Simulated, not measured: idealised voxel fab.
Documented hereafter: the process module known as voxel transistor to metal.
The cross-section on display is named cut; it measures 155 nm wide, and its cells are 5 nm squares.
A cross-section in this document is a grid of square cells, and it is written down as bands, the top band listed before the ones below it; a band is made up of one or more rows of cells.
This entry defines a band. It first specifies the height of the band's top and the height of its bottom in nm, and then specifies the band's materials from left to right, stating each material with its width in nm. The word "throughout" identifies a single material that fills the band from edge to edge, while the word "empty" identifies empty space.
The reference from which all heights are counted is 0, the level beneath which the as-received wafer is entirely one material; the lowest band, having no lower bound, proceeds downward and is written after the example "top 0, no bottom".
The notation "30..40" denotes a width that varies across the rows of cells in the band, beginning at the first number in the top row, finishing at the second number in the bottom row, and changing by an identical amount from each row to the next.
"changes: none" (step): cross-section cells unchanged, all of them.
So "Closed-off voids" is basically the list of trapped voids: any empty space of 8 cells or more that can't reach the top through an opening. They're written width x height at distance, the distance being from the left edge, and it's all nm.
Note: text after step settings on the step line = simulator remark on that step.
The optional step-line setting "overlay nm" applies to steps with a mask and quantifies how far to the right of its planned location the mask lay, a negative value indicating leftward placement.
## Planned process steps
- 1: RECEIVE (material Si)
- 2: CONFORMAL_DEP (material SiO2; thk nm 5)
- 3: CONFORMAL_DEP (material SiN; thk nm 15)
- 4: PATTERN (tone cover; mask id ACTIVE; material resist; width nm 105; thk nm 15; overlay nm 0)
- 5: DIRECTIONAL_ETCH (etch materials SiN; depth nm 15)
- 6: DIRECTIONAL_ETCH (etch materials SiO2; depth nm 5)
- 7: DIRECTIONAL_ETCH (etch materials Si; depth nm 20)
- 8: STRIP (etch materials resist)
- 9: OXIDIZE (depth nm 5)
- 10: FILL_DEP (material SiO2; thk nm 15)
- 11: CMP (height nm 20)
- 12: SELECTIVE_ETCH (etch materials SiO2; depth nm 15)
- 13: STRIP (etch materials SiN)
- 14: SELECTIVE_ETCH (etch materials SiO2; depth nm 5)
- 15: OXIDIZE (depth nm 5)
- 16: DIRECTIONAL_DEP (material polySi; thk nm 30)
- 17: DIRECTIONAL_DEP (material SiCN; thk nm 10)
- 18: DIRECTIONAL_DEP (material aC; thk nm 10)
- 19: PATTERN (tone cover; mask id GATE; material resist; width nm 25; thk nm 30; overlay nm 0)
- 20: DIRECTIONAL_ETCH (etch materials aC; depth nm 10)
- 21: STRIP (etch materials resist)
- 22: DIRECTIONAL_ETCH (etch materials SiCN; depth nm 20)
- 23: DIRECTIONAL_ETCH (etch materials polySi; depth nm 40)
- 24: STRIP (etch materials aC)
- 25: CONFORMAL_DEP (material SiO2; thk nm 5)
- 26: DIRECTIONAL_ETCH (etch materials SiO2; depth nm 5)
- 27: CONFORMAL_DEP (material SiN; thk nm 10)
- 28: DIRECTIONAL_ETCH (etch materials SiN; depth nm 10)
- 29: DIRECTIONAL_ETCH (etch materials SiO2; depth nm 5)
- 30: DIRECTIONAL_ETCH (etch materials Si; depth nm 15)
- 31: EPI (material nSi; thk nm 15)
- 32: FILL_DEP (material SiO2; thk nm 10)
- 33: CMP (height nm 40)
- 34: DIRECTIONAL_DEP (material SiO2; thk nm 15)
- 35: PATTERN (tone open; mask id CONTACT; material resist; width nm 30; pitch nm 65; thk nm 20; overlay nm 0)
- 36: DIRECTIONAL_ETCH (etch materials SiO2; depth nm 60)
- 37: STRIP (etch materials resist)
- 38: CONFORMAL_DEP (material TiN; thk nm 5)
- 39: FILL_DEP (material Ru; thk nm 5)
- 40: CMP (height nm 55)
- 41: CONFORMAL_DEP (material SiCN; thk nm 5)
- 42: DIRECTIONAL_DEP (material SiO2; thk nm 25)
- 43: MASKED_ETCH (tone open; mask id METAL_1; width nm 20; pitch nm 75; etch materials SiO2; depth nm 25; overlay nm 0)
- 44: MASKED_ETCH (tone open; mask id METAL_1; width nm 20; pitch nm 75; etch materials SiCN; depth nm 5; overlay nm 0)
- 45: CONFORMAL_DEP (material TiN; thk nm 5)
- 46: FILL_DEP (material Cu; thk nm 5)
- 47: CMP (height nm 85)
- 48: CONFORMAL_DEP (material SiN; thk nm 5)
## Of two wafers, the first: run according to plan
## Incoming wafer in cross-section (state: after step 1)
	top 0, no bottom | Si throughout
	Closed-off voids: none
## After step 2: wafer cross-section
	top 5, bottom 0 | SiO2 throughout
	Everything below 0 is unchanged.
## After step 3: wafer cross-section
	top 20, bottom 5 | SiN throughout
	Everything below 5 is unchanged.
## After step 4: wafer cross-section
	top 35, bottom 20 | 25 empty  105 resist  25 empty
	Everything below 20 is unchanged.
## After step 5: wafer cross-section
	top 35, bottom 20 | 25 empty  105 resist  25 empty
	top 20, bottom 5 | 25 empty  105 SiN  25 empty
	Everything below 5 is unchanged.
## After step 6: wafer cross-section
	top 35, bottom 20 | 25 empty  105 resist  25 empty
	top 20, bottom 5 | 25 empty  105 SiN  25 empty
	top 5, bottom 0 | 25 empty  105 SiO2  25 empty
	Everything below 0 is unchanged.
## After step 7: wafer cross-section
	top 35, bottom 20 | 25 empty  105 resist  25 empty
	top 20, bottom 5 | 25 empty  105 SiN  25 empty
	top 5, bottom 0 | 25 empty  105 SiO2  25 empty
	top 0, bottom -20 | 25 empty  105 Si  25 empty
	Everything below -20 is unchanged.
## After step 8: wafer cross-section
	top 20, bottom 5 | 25 empty  105 SiN  25 empty
	Everything below 5 is unchanged.
## After step 9: wafer cross-section
	top 20, bottom 5 | 25 empty  105 SiN  25 empty
	top 5, bottom 0 | 25 empty  105 SiO2  25 empty
	top 0, bottom -20 | 25 empty  5 SiO2  95 Si  5 SiO2  25 empty
	top -20, bottom -25 | 30 SiO2  95 Si  30 SiO2
	Everything below -25 is unchanged.
## After step 10: wafer cross-section
	top 35, bottom 20 | SiO2 throughout
	top 20, bottom 5 | 25 SiO2  105 SiN  25 SiO2
	top 5, bottom 0 | SiO2 throughout
	top 0, bottom -25 | 30 SiO2  95 Si  30 SiO2
	Everything below -25 is unchanged.
## After step 11: wafer cross-section
	top 20, bottom 5 | 25 SiO2  105 SiN  25 SiO2
	Everything below 5 is unchanged.
## After step 12: wafer cross-section
	top 20, bottom 5 | 25 empty  105 SiN  25 empty
	Everything below 5 is unchanged.
## After step 13: wafer cross-section
	top 5, bottom 0 | SiO2 throughout
	Everything below 0 is unchanged.
## After step 14: wafer cross-section
	top 0, bottom -25 | 30 SiO2  95 Si  30 SiO2
	Everything below -25 is unchanged.
## After step 15: wafer cross-section
	top 0, bottom -5 | SiO2 throughout
	Everything below -5 is unchanged.
## After step 16: wafer cross-section
	top 30, bottom 0 | polySi throughout
	Everything below 0 is unchanged.
## After step 17: wafer cross-section
	top 40, bottom 30 | SiCN throughout
	Everything below 30 is unchanged.
## After step 18: wafer cross-section
	top 50, bottom 40 | aC throughout
	Everything below 40 is unchanged.
## After step 19: wafer cross-section
	top 80, bottom 50 | 65 empty  25 resist  65 empty
	Everything below 50 is unchanged.
## After step 20: wafer cross-section
	top 70, bottom 50 | 65 empty  25 resist  65 empty
	top 50, bottom 40 | 65 empty  25 aC  65 empty
	Everything below 40 is unchanged.
## After step 21: wafer cross-section
	top 50, bottom 40 | 65 empty  25 aC  65 empty
	Everything below 40 is unchanged.
## After step 22: wafer cross-section
	top 50, bottom 40 | 65 empty  25 aC  65 empty
	top 40, bottom 30 | 65 empty  25 SiCN  65 empty
	Everything below 30 is unchanged.
## After step 23: wafer cross-section
	top 50, bottom 40 | 65 empty  25 aC  65 empty
	top 40, bottom 30 | 65 empty  25 SiCN  65 empty
	top 30, bottom 0 | 65 empty  25 polySi  65 empty
	Everything below 0 is unchanged.
## After step 24: wafer cross-section
	top 40, bottom 30 | 65 empty  25 SiCN  65 empty
	Everything below 30 is unchanged.
## After step 25: wafer cross-section
	top 45, bottom 40 | 60 empty  35 SiO2  60 empty
	top 40, bottom 30 | 60 empty  5 SiO2  25 SiCN  5 SiO2  60 empty
	top 30, bottom 5 | 60 empty  5 SiO2  25 polySi  5 SiO2  60 empty
	top 5, bottom 0 | 65 SiO2  25 polySi  65 SiO2
	Everything below 0 is unchanged.
## After step 26: wafer cross-section
	top 40, bottom 30 | 60 empty  5 SiO2  25 SiCN  5 SiO2  60 empty
	top 30, bottom 0 | 60 empty  5 SiO2  25 polySi  5 SiO2  60 empty
	Everything below 0 is unchanged.
## After step 27: wafer cross-section
	top 50, bottom 40 | 50 empty  55 SiN  50 empty
	top 40, bottom 30 | 50 empty  10 SiN  5 SiO2  25 SiCN  5 SiO2  10 SiN  50 empty
	top 30, bottom 10 | 50 empty  10 SiN  5 SiO2  25 polySi  5 SiO2  10 SiN  50 empty
	top 10, bottom 0 | 60 SiN  5 SiO2  25 polySi  5 SiO2  60 SiN
	Everything below 0 is unchanged.
## After step 28: wafer cross-section
	top 40, bottom 30 | 50 empty  10 SiN  5 SiO2  25 SiCN  5 SiO2  10 SiN  50 empty
	top 30, bottom 0 | 50 empty  10 SiN  5 SiO2  25 polySi  5 SiO2  10 SiN  50 empty
	Everything below 0 is unchanged.
## After step 29: wafer cross-section
	top 40, bottom 35 | 50 empty  10 SiN  5 empty  25 SiCN  5 empty  10 SiN  50 empty
	top 35, bottom 30 | 50 empty  10 SiN  5 SiO2  25 SiCN  5 SiO2  10 SiN  50 empty
	top 30, bottom 0 | 50 empty  10 SiN  5 SiO2  25 polySi  5 SiO2  10 SiN  50 empty
	top 0, bottom -5 | 50 empty  55 SiO2  50 empty
	Everything below -5 is unchanged.
## After step 30: wafer cross-section
	top 40, bottom 35 | 50 empty  10 SiN  5 empty  25 SiCN  5 empty  10 SiN  50 empty
	top 35, bottom 30 | 50 empty  10 SiN  5 SiO2  25 SiCN  5 SiO2  10 SiN  50 empty
	top 30, bottom 0 | 50 empty  10 SiN  5 SiO2  25 polySi  5 SiO2  10 SiN  50 empty
	top 0, bottom -5 | 50 empty  55 SiO2  50 empty
	top -5, bottom -20 | 30 SiO2  20 empty  55 Si  20 empty  30 SiO2
	Everything below -20 is unchanged.
## After step 31: wafer cross-section
	top 40, bottom 35 | 50 empty  10 SiN  5 empty  25 SiCN  5 empty  10 SiN  50 empty
	top 35, bottom 30 | 50 empty  10 SiN  5 SiO2  25 SiCN  5 SiO2  10 SiN  50 empty
	top 30, bottom 10 | 50 empty  10 SiN  5 SiO2  25 polySi  5 SiO2  10 SiN  50 empty
	top 10, bottom 0 | 35 empty  15 nSi  10 SiN  5 SiO2  25 polySi  5 SiO2  10 SiN  15 nSi  35 empty
	top 0, bottom -5 | 35 empty  15 nSi  55 SiO2  15 nSi  35 empty
	top -5, bottom -20 | 30 SiO2  20 nSi  55 Si  20 nSi  30 SiO2
	Everything below -20 is unchanged.
## After step 32: wafer cross-section
	top 50, bottom 40 | SiO2 throughout
	top 40, bottom 30 | 50 SiO2  10 SiN  5 SiO2  25 SiCN  5 SiO2  10 SiN  50 SiO2
	top 30, bottom 10 | 50 SiO2  10 SiN  5 SiO2  25 polySi  5 SiO2  10 SiN  50 SiO2
	top 10, bottom 0 | 35 SiO2  15 nSi  10 SiN  5 SiO2  25 polySi  5 SiO2  10 SiN  15 nSi  35 SiO2
	top 0, bottom -5 | 35 SiO2  15 nSi  55 SiO2  15 nSi  35 SiO2
	Everything below -5 is unchanged.
## After step 33: wafer cross-section
	top 40, bottom 30 | 50 SiO2  10 SiN  5 SiO2  25 SiCN  5 SiO2  10 SiN  50 SiO2
	Everything below 30 is unchanged.
## After step 34: wafer cross-section
	top 55, bottom 40 | SiO2 throughout
	Everything below 40 is unchanged.
## After step 35: wafer cross-section
	top 75, bottom 55 | 30 resist  30 empty  35 resist  30 empty  30 resist
	Everything below 55 is unchanged.
## After step 36: wafer cross-section
	top 75, bottom 55 | 30 resist  30 empty  35 resist  30 empty  30 resist
	top 55, bottom 40 | 30 SiO2  30 empty  35 SiO2  30 empty  30 SiO2
	top 40, bottom 30 | 30 SiO2  20 empty  10 SiN  5 SiO2  25 SiCN  5 SiO2  10 SiN  20 empty  30 SiO2
	top 30, bottom 10 | 30 SiO2  20 empty  10 SiN  5 SiO2  25 polySi  5 SiO2  10 SiN  20 empty  30 SiO2
	top 10, bottom 0 | 30 SiO2  5 empty  15 nSi  10 SiN  5 SiO2  25 polySi  5 SiO2  10 SiN  15 nSi  5 empty  30 SiO2
	top 0, bottom -5 | 30 SiO2  5 empty  15 nSi  55 SiO2  15 nSi  5 empty  30 SiO2
	Everything below -5 is unchanged.
## After step 37: wafer cross-section
	top 55, bottom 40 | 30 SiO2  30 empty  35 SiO2  30 empty  30 SiO2
	Everything below 40 is unchanged.
## After step 38: wafer cross-section
	top 60, bottom 55 | 35 TiN  20 empty  45 TiN  20 empty  35 TiN
	top 55, bottom 45 | 30 SiO2  5 TiN  20 empty  5 TiN  35 SiO2  5 TiN  20 empty  5 TiN  30 SiO2
	top 45, bottom 40 | 30 SiO2  5 TiN  10 empty  15 TiN  35 SiO2  15 TiN  10 empty  5 TiN  30 SiO2
	top 40, bottom 30 | 30 SiO2  5 TiN  10 empty  5 TiN  10 SiN  5 SiO2  25 SiCN  5 SiO2  10 SiN  5 TiN  10 empty  5 TiN  30 SiO2
	top 30, bottom 15 | 30 SiO2  5 TiN  10 empty  5 TiN  10 SiN  5 SiO2  25 polySi  5 SiO2  10 SiN  5 TiN  10 empty  5 TiN  30 SiO2
	top 15, bottom 10 | 30 SiO2  20 TiN  10 SiN  5 SiO2  25 polySi  5 SiO2  10 SiN  20 TiN  30 SiO2
	top 10, bottom 0 | 30 SiO2  5 TiN  15 nSi  10 SiN  5 SiO2  25 polySi  5 SiO2  10 SiN  15 nSi  5 TiN  30 SiO2
	top 0, bottom -5 | 30 SiO2  5 TiN  15 nSi  55 SiO2  15 nSi  5 TiN  30 SiO2
	Everything below -5 is unchanged.
## After step 39: wafer cross-section
	top 65, bottom 60 | Ru throughout
	top 60, bottom 55 | 35 TiN  20 Ru  45 TiN  20 Ru  35 TiN
	top 55, bottom 45 | 30 SiO2  5 TiN  20 Ru  5 TiN  35 SiO2  5 TiN  20 Ru  5 TiN  30 SiO2
	top 45, bottom 40 | 30 SiO2  5 TiN  10 Ru  15 TiN  35 SiO2  15 TiN  10 Ru  5 TiN  30 SiO2
	top 40, bottom 30 | 30 SiO2  5 TiN  10 Ru  5 TiN  10 SiN  5 SiO2  25 SiCN  5 SiO2  10 SiN  5 TiN  10 Ru  5 TiN  30 SiO2
	top 30, bottom 15 | 30 SiO2  5 TiN  10 Ru  5 TiN  10 SiN  5 SiO2  25 polySi  5 SiO2  10 SiN  5 TiN  10 Ru  5 TiN  30 SiO2
	Everything below 15 is unchanged.
## After step 40: wafer cross-section
	top 55, bottom 45 | 30 SiO2  5 TiN  20 Ru  5 TiN  35 SiO2  5 TiN  20 Ru  5 TiN  30 SiO2
	Everything below 45 is unchanged.
## After step 41: wafer cross-section
	top 60, bottom 55 | SiCN throughout
	Everything below 55 is unchanged.
## After step 42: wafer cross-section
	top 85, bottom 60 | SiO2 throughout
	Everything below 60 is unchanged.
## After step 43: wafer cross-section
	top 85, bottom 60 | 30 SiO2  20 empty  55 SiO2  20 empty  30 SiO2
	Everything below 60 is unchanged.
## After step 44: wafer cross-section
	top 85, bottom 60 | 30 SiO2  20 empty  55 SiO2  20 empty  30 SiO2
	top 60, bottom 55 | 30 SiCN  20 empty  55 SiCN  20 empty  30 SiCN
	Everything below 55 is unchanged.
## After step 45: wafer cross-section
	top 90, bottom 85 | 35 TiN  10 empty  65 TiN  10 empty  35 TiN
	top 85, bottom 60 | 30 SiO2  5 TiN  10 empty  5 TiN  55 SiO2  5 TiN  10 empty  5 TiN  30 SiO2
	top 60, bottom 55 | 30 SiCN  20 TiN  55 SiCN  20 TiN  30 SiCN
	Everything below 55 is unchanged.
## After step 46: wafer cross-section
	top 95, bottom 90 | Cu throughout
	top 90, bottom 85 | 35 TiN  10 Cu  65 TiN  10 Cu  35 TiN
	top 85, bottom 60 | 30 SiO2  5 TiN  10 Cu  5 TiN  55 SiO2  5 TiN  10 Cu  5 TiN  30 SiO2
	Everything below 60 is unchanged.
## After step 47: wafer cross-section
	top 85, bottom 60 | 30 SiO2  5 TiN  10 Cu  5 TiN  55 SiO2  5 TiN  10 Cu  5 TiN  30 SiO2
	Everything below 60 is unchanged.
## After step 48: wafer cross-section
	top 90, bottom 85 | SiN throughout
	Everything below 85 is unchanged.
## Second Wafer (Identical Start and Plan, One Processing Error; Matches First Wafer Through Step 34)
## Cross-section of the second wafer at the time by which step 35 should have been completed according to the plan
	top 75, bottom 55 | 35 resist  25 empty  40 resist  25 empty  30 resist
	Everything below 55 is unchanged.
## Cross-section of the second wafer at the time by which step 36 should have been completed according to the plan
	top 75, bottom 55 | 35 resist  25 empty  40 resist  25 empty  30 resist
	top 55, bottom 40 | 35 SiO2  25 empty  40 SiO2  25 empty  30 SiO2
	top 40, bottom 30 | 35 SiO2  15 empty  10 SiN  5 SiO2  25 SiCN  5 SiO2  10 SiN  20 empty  30 SiO2
	top 30, bottom 10 | 35 SiO2  15 empty  10 SiN  5 SiO2  25 polySi  5 SiO2  10 SiN  20 empty  30 SiO2
	top 10, bottom 0 | 35 SiO2  15 nSi  10 SiN  5 SiO2  25 polySi  5 SiO2  10 SiN  15 nSi  5 empty  30 SiO2
	top 0, bottom -5 | 35 SiO2  15 nSi  55 SiO2  15 nSi  5 empty  30 SiO2
	Everything below -5 is unchanged.
## Cross-section of the second wafer at the time by which step 37 should have been completed according to the plan
	top 55, bottom 40 | 35 SiO2  25 empty  40 SiO2  25 empty  30 SiO2
	Everything below 40 is unchanged.
## Cross-section of the second wafer at the time by which step 38 should have been completed according to the plan
	top 60, bottom 55 | 40 TiN  15 empty  50 TiN  15 empty  35 TiN
	top 55, bottom 45 | 35 SiO2  5 TiN  15 empty  5 TiN  40 SiO2  5 TiN  15 empty  5 TiN  30 SiO2
	top 45, bottom 40 | 35 SiO2  5 TiN  5 empty  15 TiN  40 SiO2  10 TiN  10 empty  5 TiN  30 SiO2
	top 40, bottom 30 | 35 SiO2  5 TiN  5 empty  5 TiN  10 SiN  5 SiO2  25 SiCN  5 SiO2  10 SiN  5 TiN  10 empty  5 TiN  30 SiO2
	top 30, bottom 15 | 35 SiO2  5 TiN  5 empty  5 TiN  10 SiN  5 SiO2  25 polySi  5 SiO2  10 SiN  5 TiN  10 empty  5 TiN  30 SiO2
	top 15, bottom 10 | 35 SiO2  15 TiN  10 SiN  5 SiO2  25 polySi  5 SiO2  10 SiN  20 TiN  30 SiO2
	top 10, bottom 0 | 35 SiO2  15 nSi  10 SiN  5 SiO2  25 polySi  5 SiO2  10 SiN  15 nSi  5 TiN  30 SiO2
	top 0, bottom -5 | 35 SiO2  15 nSi  55 SiO2  15 nSi  5 TiN  30 SiO2
	Everything below -5 is unchanged.
## Cross-section of the second wafer at the time by which step 39 should have been completed according to the plan
	top 65, bottom 60 | Ru throughout
	top 60, bottom 55 | 40 TiN  15 Ru  50 TiN  15 Ru  35 TiN
	top 55, bottom 45 | 35 SiO2  5 TiN  15 Ru  5 TiN  40 SiO2  5 TiN  15 Ru  5 TiN  30 SiO2
	top 45, bottom 40 | 35 SiO2  5 TiN  5 Ru  15 TiN  40 SiO2  10 TiN  10 Ru  5 TiN  30 SiO2
	top 40, bottom 30 | 35 SiO2  5 TiN  5 Ru  5 TiN  10 SiN  5 SiO2  25 SiCN  5 SiO2  10 SiN  5 TiN  10 Ru  5 TiN  30 SiO2
	top 30, bottom 15 | 35 SiO2  5 TiN  5 Ru  5 TiN  10 SiN  5 SiO2  25 polySi  5 SiO2  10 SiN  5 TiN  10 Ru  5 TiN  30 SiO2
	Everything below 15 is unchanged.
## Cross-section of the second wafer at the time by which step 40 should have been completed according to the plan
	top 55, bottom 45 | 35 SiO2  5 TiN  15 Ru  5 TiN  40 SiO2  5 TiN  15 Ru  5 TiN  30 SiO2
	Everything below 45 is unchanged.
## Cross-section of the second wafer at the time by which step 41 should have been completed according to the plan
	top 60, bottom 55 | SiCN throughout
	Everything below 55 is unchanged.
## Cross-section of the second wafer at the time by which step 42 should have been completed according to the plan
	top 85, bottom 60 | SiO2 throughout
	Everything below 60 is unchanged.
## Cross-section of the second wafer at the time by which step 43 should have been completed according to the plan
	top 85, bottom 60 | 30 SiO2  20 empty  55 SiO2  20 empty  30 SiO2
	Everything below 60 is unchanged.
## Cross-section of the second wafer at the time by which step 44 should have been completed according to the plan
	top 85, bottom 60 | 30 SiO2  20 empty  55 SiO2  20 empty  30 SiO2
	top 60, bottom 55 | 30 SiCN  20 empty  55 SiCN  20 empty  30 SiCN
	Everything below 55 is unchanged.
## Cross-section of the second wafer at the time by which step 45 should have been completed according to the plan
	top 90, bottom 85 | 35 TiN  10 empty  65 TiN  10 empty  35 TiN
	top 85, bottom 60 | 30 SiO2  5 TiN  10 empty  5 TiN  55 SiO2  5 TiN  10 empty  5 TiN  30 SiO2
	top 60, bottom 55 | 30 SiCN  20 TiN  55 SiCN  20 TiN  30 SiCN
	Everything below 55 is unchanged.
## Cross-section of the second wafer at the time by which step 46 should have been completed according to the plan
	top 95, bottom 90 | Cu throughout
	top 90, bottom 85 | 35 TiN  10 Cu  65 TiN  10 Cu  35 TiN
	top 85, bottom 60 | 30 SiO2  5 TiN  10 Cu  5 TiN  55 SiO2  5 TiN  10 Cu  5 TiN  30 SiO2
	Everything below 60 is unchanged.
## Cross-section of the second wafer at the time by which step 47 should have been completed according to the plan
	top 85, bottom 60 | 30 SiO2  5 TiN  10 Cu  5 TiN  55 SiO2  5 TiN  10 Cu  5 TiN  30 SiO2
	Everything below 60 is unchanged.
## Cross-section of the second wafer at the time by which step 48 should have been completed according to the plan
	top 90, bottom 85 | SiN throughout
	Everything below 85 is unchanged.
what went wrong: step 35 was processed under conditions differing from the plan, specifically as PATTERN (tone open; mask id CONTACT; material resist; width nm 25; pitch nm 65; thk nm 20; overlay nm 0)
at the end the second wafer has, in cells: 10 fewer of Ru | 15 more of SiO2 | 5 fewer of TiN
